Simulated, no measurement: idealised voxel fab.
This section sets out a process module, namely voxel gate over fins.
Shown is cross-section cut, with a width of 255 nm and square cells of size 5 nm.
Cross-section = grid of square cells, listed top down in bands; band = one or more rows. Heads up on the band format: heights come first, top then bottom, in nm. After that it's the materials left to right, each with its width in nm. A single material flagged "full width" fills the whole band edge to edge, and "air" means there's empty space there. Height 0 is the level under which the wafer as received is all one material. The lowest band goes on downwards, as in "0 nm and below". Width spec "30..40" -> top row of cells at first value, bottom row at second value, equal per-row change in between. Where the words "no alterations made" appear for a step, the cross-section shows no cell changed by that step; every cell remained as before. What "Trapped cavities" gives you is every empty space of 8 cells or more that is cut off from the top. Each appears as width x height at distance, with the distance taken from the left edge and width, height and distance all in nm. Text after the settings on a step's line: the simulator's own remark on that step. "overlay nm", when on a step's line for a step with a mask, measures how far to the right of its planned place the mask lay; a negative measure means to the left.

[Process steps foreseen in the plan]
- 1: op RECEIVE | material Si
- 2: op CONFORMAL_DEP | material SiN | thk nm 5
- 3: op DIRECTIONAL_DEP | material aC | thk nm 10
- 4: op PATTERN | tone cover | mask id FINS | material resist | width nm 15 | pitch nm 50 | thk nm 25 | overlay nm 0
- 5: op DIRECTIONAL_ETCH | etch materials aC | depth nm 10
- 6: op STRIP | etch materials resist
- 7: op DIRECTIONAL_ETCH | etch materials SiN | depth nm 5
- 8: op DIRECTIONAL_ETCH | etch materials Si | depth nm 30
- 9: op STRIP | etch materials aC
- 10: op FILL_DEP | material SiO2 | thk nm 15
- 11: op CMP | height nm 5
- 12: op MASKED_ETCH | tone open | mask id RAIL | width nm 15 | etch materials SiO2 | depth nm 30 | overlay nm 0
- 13: op CONFORMAL_DEP | material TiN | thk nm 5
- 14: op FILL_DEP | material W | thk nm 10
- 15: op CMP | height nm 5
- 16: op SELECTIVE_ETCH | etch materials W Ru TiN | depth nm 25
- 17: op FILL_DEP | material SiO2 | thk nm 5
- 18: op CMP | height nm 5
- 19: op SELECTIVE_ETCH | etch materials SiO2 | depth nm 15
- 20: op STRIP | etch materials SiN
- 21: op CONFORMAL_DEP | material HfO2 | thk nm 5
- 22: op CONFORMAL_DEP | material TiN | thk nm 5
- 23: op CONFORMAL_DEP | material TiAl | thk nm 5
- 24: op CONFORMAL_DEP | material TiN | thk nm 5
- 25: op FILL_DEP | material W | thk nm 15
- 26: op CMP | height nm 30
- 27: op CONFORMAL_DEP | material SiN | thk nm 5

[Wafer as received: cross-section following step 1]
	0 nm and below | Si full width
	Trapped cavities: none

[End-of-module cross-section. Starting structure and process plan as above; one mistake made in running it]
	35 nm to 30 nm | SiN full width
	30 nm to 20 nm | W full width
	20 nm to 15 nm | W (50), TiN (155), W (50)
	15 nm to 10 nm | W (50), TiN (5), TiAl (45), TiN (5), TiAl (45), TiN (5), TiAl (45), TiN (5), W (50)
	10 nm to 5 nm | W (50), TiN (5), TiAl (5), TiN (35), TiAl (5), TiN (5), TiAl (5), TiN (35), TiAl (5), TiN (5), TiAl (5), TiN (35), TiAl (5), TiN (5), W (50)
	5 nm to 0 nm | W (50), TiN (5), TiAl (5), TiN (5), HfO2 (25), TiN (5), TiAl (5), TiN (5), TiAl (5), TiN (5), HfO2 (25), TiN (5), TiAl (5), TiN (5), TiAl (5), TiN (5), HfO2 (25), TiN (5), TiAl (5), TiN (5), W (50)
	0 nm to -5 nm | W (50), TiN (5), TiAl (5), TiN (5), HfO2 (5), Si (15), HfO2 (5), TiN (5), TiAl (5), TiN (5), TiAl (5), TiN (5), HfO2 (5), Si (15), HfO2 (5), TiN (5), TiAl (5), TiN (5), TiAl (5), TiN (5), HfO2 (5), Si (15), HfO2 (5), TiN (5), TiAl (5), TiN (5), W (50)
	-5 nm to -10 nm | TiN (55), TiAl (5), TiN (5), HfO2 (5), Si (15), HfO2 (5), TiN (5), TiAl (15), TiN (5), HfO2 (5), Si (15), HfO2 (5), TiN (5), TiAl (5), TiN (5), TiAl (5), TiN (5), HfO2 (5), Si (15), HfO2 (5), TiN (5), TiAl (5), TiN (55)
	-10 nm to -15 nm | TiAl (60), TiN (5), HfO2 (5), Si (15), HfO2 (5), TiN (25), HfO2 (5), Si (15), HfO2 (5), TiN (5), TiAl (15), TiN (5), HfO2 (5), Si (15), HfO2 (5), TiN (5), TiAl (60)
	-15 nm to -20 nm | TiN (65), HfO2 (5), Si (15), HfO2 (35), Si (15), HfO2 (5), TiN (25), HfO2 (5), Si (15), HfO2 (5), TiN (65)
	-20 nm to -25 nm | HfO2 (70), Si (15), HfO2 (10), TiN (15), HfO2 (10), Si (15), HfO2 (35), Si (15), HfO2 (70)
	-25 nm to -30 nm | SiO2 (70), Si (15), SiO2 (35), Si (15), SiO2 (35), Si (15), SiO2 (70)
	-30 nm and below | Si full width
	Trapped cavities: none
Deviation noted in wafer processing: step 19 of the plan was executed twice over
